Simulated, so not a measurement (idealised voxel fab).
Name of the process module below: voxel trench capacitor
The cross-section on display is named cut; it measures 185 nm wide, and its cells are 5 nm squares.
A cross-section in this document is a grid of square cells, and it is written down as bands, the top band listed before the ones below it; a band is made up of one or more rows of cells. Band entry format. Leading values: height of top, height of bottom, nm. Remainder: materials in left-to-right order, each with its width in nm. Special words: "everywhere" on a single material, which then fills the band edge to edge; "empty", empty space. Heights from 0 (as-received wafer is one material below). Bottom band endless downward, as "0 down". Note: "30->40" means the width goes from the first number (top row of the band) to the second number (bottom row) in equal steps per row of cells. Reading "no alterations made" for a step: not a cell of the cross-section changed in it. Look at "Internal closed voids" for the closed voids: empty spaces with no open path to the top, sized 8 cells or up. Each is width x height at distance, distance from the left edge, all nm. On each step's line, the part that comes after the settings is the simulator's own comment on the step. overlay nm: where the mask lay relative to plan, measured to the right, on steps with a mask; negatives go left. For the reader: what remains of this document is a series of pairs, each showing a cross-section before one process step and a cross-section after that step which reaches down only to the lowest band that changed, with the step between them and its settings set out under the pair. It should not be assumed that a pair continues from the pair above it; the pairs can come from different runs of this module on the same starting wafer, and such continuity exists only where the entry headed "Before step" says so.

-- Before step
> 5 to 0 | 15 nm polySi, then 20 nm empty, then 25 nm polySi, then 20 nm empty, then 25 nm polySi, then 20 nm empty, then 25 nm polySi, then 20 nm empty, then 15 nm polySi
> 0 to -35 | 15 nm Si, then 20 nm empty, then 25 nm Si, then 20 nm empty, then 25 nm Si, then 20 nm empty, then 25 nm Si, then 20 nm empty, then 15 nm Si
> -35 down | Si everywhere
> Internal closed voids: none

-- Post-Process View
> 10 to 5 | 20 nm Al2O3, then 10 nm empty, then 35 nm Al2O3, then 10 nm empty, then 35 nm Al2O3, then 10 nm empty, then 35 nm Al2O3, then 10 nm empty, then 20 nm Al2O3
> 5 to 0 | 15 nm polySi, then 5 nm Al2O3, then 10 nm empty, then 5 nm Al2O3, then 25 nm polySi, then 5 nm Al2O3, then 10 nm empty, then 5 nm Al2O3, then 25 nm polySi, then 5 nm Al2O3, then 10 nm empty, then 5 nm Al2O3, then 25 nm polySi, then 5 nm Al2O3, then 10 nm empty, then 5 nm Al2O3, then 15 nm polySi
> 0 to -30 | 15 nm Si, then 5 nm Al2O3, then 10 nm empty, then 5 nm Al2O3, then 25 nm Si, then 5 nm Al2O3, then 10 nm empty, then 5 nm Al2O3, then 25 nm Si, then 5 nm Al2O3, then 10 nm empty, then 5 nm Al2O3, then 25 nm Si, then 5 nm Al2O3, then 10 nm empty, then 5 nm Al2O3, then 15 nm Si
> -30 to -35 | 15 nm Si, then 20 nm Al2O3, then 25 nm Si, then 20 nm Al2O3, then 25 nm Si, then 20 nm Al2O3, then 25 nm Si, then 20 nm Al2O3, then 15 nm Si
> Lower than -35, everything is as it was.
> Internal closed voids: none
Intermediate step for the cross-sections above: CONFORMAL_DEP, material Al2O3, thk nm 5

Before step: see preceding pair, after cross-section.

-- Post-Process View
> 20 to 10 | polySi everywhere
> 10 to 5 | 20 nm Al2O3, then 10 nm polySi, then 35 nm Al2O3, then 10 nm polySi, then 35 nm Al2O3, then 10 nm polySi, then 35 nm Al2O3, then 10 nm polySi, then 20 nm Al2O3
> 5 to 0 | 15 nm polySi, then 5 nm Al2O3, then 10 nm polySi, then 5 nm Al2O3, then 25 nm polySi, then 5 nm Al2O3, then 10 nm polySi, then 5 nm Al2O3, then 25 nm polySi, then 5 nm Al2O3, then 10 nm polySi, then 5 nm Al2O3, then 25 nm polySi, then 5 nm Al2O3, then 10 nm polySi, then 5 nm Al2O3, then 15 nm polySi
> 0 to -30 | 15 nm Si, then 5 nm Al2O3, then 10 nm polySi, then 5 nm Al2O3, then 25 nm Si, then 5 nm Al2O3, then 10 nm polySi, then 5 nm Al2O3, then 25 nm Si, then 5 nm Al2O3, then 10 nm polySi, then 5 nm Al2O3, then 25 nm Si, then 5 nm Al2O3, then 10 nm polySi, then 5 nm Al2O3, then 15 nm Si
> Lower than -30, everything is as it was.
> Internal closed voids: none
Intermediate step for the cross-sections above: FILL_DEP, material polySi, thk nm 10

Before step: see preceding pair, after cross-section.

-- Post-Process View
> 5 to 0 | 15 nm polySi, then 5 nm Al2O3, then 10 nm polySi, then 5 nm Al2O3, then 25 nm polySi, then 5 nm Al2O3, then 10 nm polySi, then 5 nm Al2O3, then 25 nm polySi, then 5 nm Al2O3, then 10 nm polySi, then 5 nm Al2O3, then 25 nm polySi, then 5 nm Al2O3, then 10 nm polySi, then 5 nm Al2O3, then 15 nm polySi
> Lower than 0, everything is as it was.
> Internal closed voids: none
Intermediate step for the cross-sections above: CMP, height nm 5

-- Before step
> 15 to 5 | aC everywhere
> 5 to 0 | SiN everywhere
> 0 down | Si everywhere
> Internal closed voids: none

-- Post-Process View
> 40 to 15 | 15 nm empty, then 20 nm resist, then 25 nm empty, then 20 nm resist, then 25 nm empty, then 20 nm resist, then 25 nm empty, then 20 nm resist, then 15 nm empty
> Lower than 15, everything is as it was.
> Internal closed voids: none
Intermediate step for the cross-sections above: PATTERN, tone cover, mask id TRENCH, material resist, width nm 20, pitch nm 45, thk nm 25, overlay nm 0

Before step: see preceding pair, after cross-section.

-- Post-Process View
> 30 to 15 | 15 nm empty, then 20 nm resist, then 25 nm empty, then 20 nm resist, then 25 nm empty, then 20 nm resist, then 25 nm empty, then 20 nm resist, then 15 nm empty
> 15 to 5 | 15 nm empty, then 20 nm aC, then 25 nm empty, then 20 nm aC, then 25 nm empty, then 20 nm aC, then 25 nm empty, then 20 nm aC, then 15 nm empty
> Lower than 5, everything is as it was.
> Internal closed voids: none
Intermediate step for the cross-sections above: DIRECTIONAL_ETCH, etch materials aC, depth nm 10

Before step: see preceding pair, after cross-section.

-- Post-Process View
> 15 to 5 | 15 nm empty, then 20 nm aC, then 25 nm empty, then 20 nm aC, then 25 nm empty, then 20 nm aC, then 25 nm empty, then 20 nm aC, then 15 nm empty
> Lower than 5, everything is as it was.
> Internal closed voids: none
Intermediate step for the cross-sections above: STRIP, etch materials resist

Before step: see preceding pair, after cross-section.

-- Post-Process View
> 15 to 5 | 15 nm empty, then 20 nm aC, then 25 nm empty, then 20 nm aC, then 25 nm empty, then 20 nm aC, then 25 nm empty, then 20 nm aC, then 15 nm empty
> 5 to 0 | 15 nm empty, then 20 nm SiN, then 25 nm empty, then 20 nm SiN, then 25 nm empty, then 20 nm SiN, then 25 nm empty, then 20 nm SiN, then 15 nm empty
> Lower than 0, everything is as it was.
> Internal closed voids: none
Intermediate step for the cross-sections above: DIRECTIONAL_ETCH, etch materials SiN, depth nm 5

Before step: see preceding pair, after cross-section.

-- Post-Process View
> 15 to 5 | 15 nm empty, then 20 nm aC, then 25 nm empty, then 20 nm aC, then 25 nm empty, then 20 nm aC, then 25 nm empty, then 20 nm aC, then 15 nm empty
> 5 to 0 | 15 nm empty, then 20 nm SiN, then 25 nm empty, then 20 nm SiN, then 25 nm empty, then 20 nm SiN, then 25 nm empty, then 20 nm SiN, then 15 nm empty
> 0 to -40 | 15 nm empty, then 20 nm Si, then 25 nm empty, then 20 nm Si, then 25 nm empty, then 20 nm Si, then 25 nm empty, then 20 nm Si, then 15 nm empty
> Lower than -40, everything is as it was.
> Internal closed voids: none
Intermediate step for the cross-sections above: DIRECTIONAL_ETCH, etch materials Si, depth nm 40

Before step: see preceding pair, after cross-section.

-- Post-Process View
> 5 to 0 | 15 nm empty, then 20 nm SiN, then 25 nm empty, then 20 nm SiN, then 25 nm empty, then 20 nm SiN, then 25 nm empty, then 20 nm SiN, then 15 nm empty
> Lower than 0, everything is as it was.
> Internal closed voids: none
Intermediate step for the cross-sections above: STRIP, etch materials aC

Before step: see preceding pair, after cross-section.

-- Post-Process View
> 10 to 5 | 10 nm empty, then 30 nm Al2O3, then 15 nm empty, then 30 nm Al2O3, then 15 nm empty, then 30 nm Al2O3, then 15 nm empty, then 30 nm Al2O3, then 10 nm empty
> 5 to 0 | 10 nm empty, then 5 nm Al2O3, then 20 nm SiN, then 5 nm Al2O3, then 15 nm empty, then 5 nm Al2O3, then 20 nm SiN, then 5 nm Al2O3, then 15 nm empty, then 5 nm Al2O3, then 20 nm SiN, then 5 nm Al2O3, then 15 nm empty, then 5 nm Al2O3, then 20 nm SiN, then 5 nm Al2O3, then 10 nm empty
> 0 to -35 | 10 nm empty, then 5 nm Al2O3, then 20 nm Si, then 5 nm Al2O3, then 15 nm empty, then 5 nm Al2O3, then 20 nm Si, then 5 nm Al2O3, then 15 nm empty, then 5 nm Al2O3, then 20 nm Si, then 5 nm Al2O3, then 15 nm empty, then 5 nm Al2O3, then 20 nm Si, then 5 nm Al2O3, then 10 nm empty
> -35 to -40 | 15 nm Al2O3, then 20 nm Si, then 25 nm Al2O3, then 20 nm Si, then 25 nm Al2O3, then 20 nm Si, then 25 nm Al2O3, then 20 nm Si, then 15 nm Al2O3
> Lower than -40, everything is as it was.
> Internal closed voids: none
Intermediate step for the cross-sections above: CONFORMAL_DEP, material Al2O3, thk nm 5

Before step: see preceding pair, after cross-section.

-- Post-Process View
> 20 to 10 | polySi everywhere
> 10 to 5 | 10 nm polySi, then 30 nm Al2O3, then 15 nm polySi, then 30 nm Al2O3, then 15 nm polySi, then 30 nm Al2O3, then 15 nm polySi, then 30 nm Al2O3, then 10 nm polySi
> 5 to 0 | 10 nm polySi, then 5 nm Al2O3, then 20 nm SiN, then 5 nm Al2O3, then 15 nm polySi, then 5 nm Al2O3, then 20 nm SiN, then 5 nm Al2O3, then 15 nm polySi, then 5 nm Al2O3, then 20 nm SiN, then 5 nm Al2O3, then 15 nm polySi, then 5 nm Al2O3, then 20 nm SiN, then 5 nm Al2O3, then 10 nm polySi
> 0 to -35 | 10 nm polySi, then 5 nm Al2O3, then 20 nm Si, then 5 nm Al2O3, then 15 nm polySi, then 5 nm Al2O3, then 20 nm Si, then 5 nm Al2O3, then 15 nm polySi, then 5 nm Al2O3, then 20 nm Si, then 5 nm Al2O3, then 15 nm polySi, then 5 nm Al2O3, then 20 nm Si, then 5 nm Al2O3, then 10 nm polySi
> Lower than -35, everything is as it was.
> Internal closed voids: none
Intermediate step for the cross-sections above: FILL_DEP, material polySi, thk nm 10

Before step: see preceding pair, after cross-section.

-- Post-Process View
> 5 to 0 | 10 nm polySi, then 5 nm Al2O3, then 20 nm SiN, then 5 nm Al2O3, then 15 nm polySi, then 5 nm Al2O3, then 20 nm SiN, then 5 nm Al2O3, then 15 nm polySi, then 5 nm Al2O3, then 20 nm SiN, then 5 nm Al2O3, then 15 nm polySi, then 5 nm Al2O3, then 20 nm SiN, then 5 nm Al2O3, then 10 nm polySi
> Lower than 0, everything is as it was.
> Internal closed voids: none
Intermediate step for the cross-sections above: CMP, height nm 5
